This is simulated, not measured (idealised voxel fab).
Herein follows the process module entitled voxel double patterning.
Xsec cut, 255 nm wide, square cell size 5 nm.
For the purposes of this document, a cross-section shall be understood as a grid of square cells, specified as bands listed in top-to-bottom order, each band consisting of one or more rows of cells. A band entry consists of two parts. The first gives the height of the band's top and the height of its bottom, in nm. The rest lists the band's materials from left to right, each with its width in nm. A single material labelled with the word "throughout" fills the band from edge to edge, and the word "air" marks empty space. Height 0 is the level under which the wafer as received is all one material. The lowest band goes on downwards, as in "0 -> down". Quick explanation for "30..40": the width changes in equal steps down the rows of cells, from the first number in the band's top row to the second number in its bottom row. Key: "no modification" - step with no changed cell in the cross-section. Voids not open to the top, 8 cells minimum: see "Closed empty spaces". Written width x height at distance; distance is from the left edge; nm. Read whatever lies past the settings on a step's line as the simulator's own remark about the step. For masked steps, "overlay nm" on the step line gives how far right of plan the mask actually lay; a minus sign means it lay to the left.

### Planned step list for the process
1,RECEIVE: material Si
2,CONFORMAL_DEP: material SiO2, thk nm 5
3,DIRECTIONAL_DEP: material polySi, thk nm 10
4,DIRECTIONAL_DEP: material SiN, thk nm 5
5,PATTERN: tone open, mask id FIRST, material resist, width nm 15, pitch nm 50, thk nm 20, overlay nm 0
6,DIRECTIONAL_ETCH: etch materials SiN, depth nm 5
7,STRIP: etch materials resist
8,DIRECTIONAL_DEP: material aC, thk nm 10
9,PATTERN: tone open, mask id SECOND, material resist, width nm 15, pitch nm 50, thk nm 30, overlay nm 0
10,DIRECTIONAL_ETCH: etch materials aC, depth nm 10
11,STRIP: etch materials resist
12,DIRECTIONAL_ETCH: etch materials SiN, depth nm 5
13,STRIP: etch materials aC
14,DIRECTIONAL_ETCH: etch materials polySi, depth nm 10
15,STRIP: etch materials SiN

### Wafer as received: cross-section following step 1
- 0 -> down: Si throughout
- Closed empty spaces: none

### Module complete, cross-section. Starting point and plan per above. One mistake made in running the module
- 15 -> 5: 75 nm polySi, then 15 nm air, then 5 nm polySi, then 15 nm air, then 15 nm polySi, then 15 nm air, then 5 nm polySi, then 15 nm air, then 15 nm polySi, then 15 nm air, then 65 nm polySi
- 5 -> 0: SiO2 throughout
- 0 -> down: Si throughout
- Closed empty spaces: none
In executing the process, a mistake was made relative to the plan: step 5 ran differently from the plan; actual operation with settings: PATTERN: tone open, mask id FIRST, material resist, width nm 15, pitch nm 50, thk nm 20, overlay nm 5
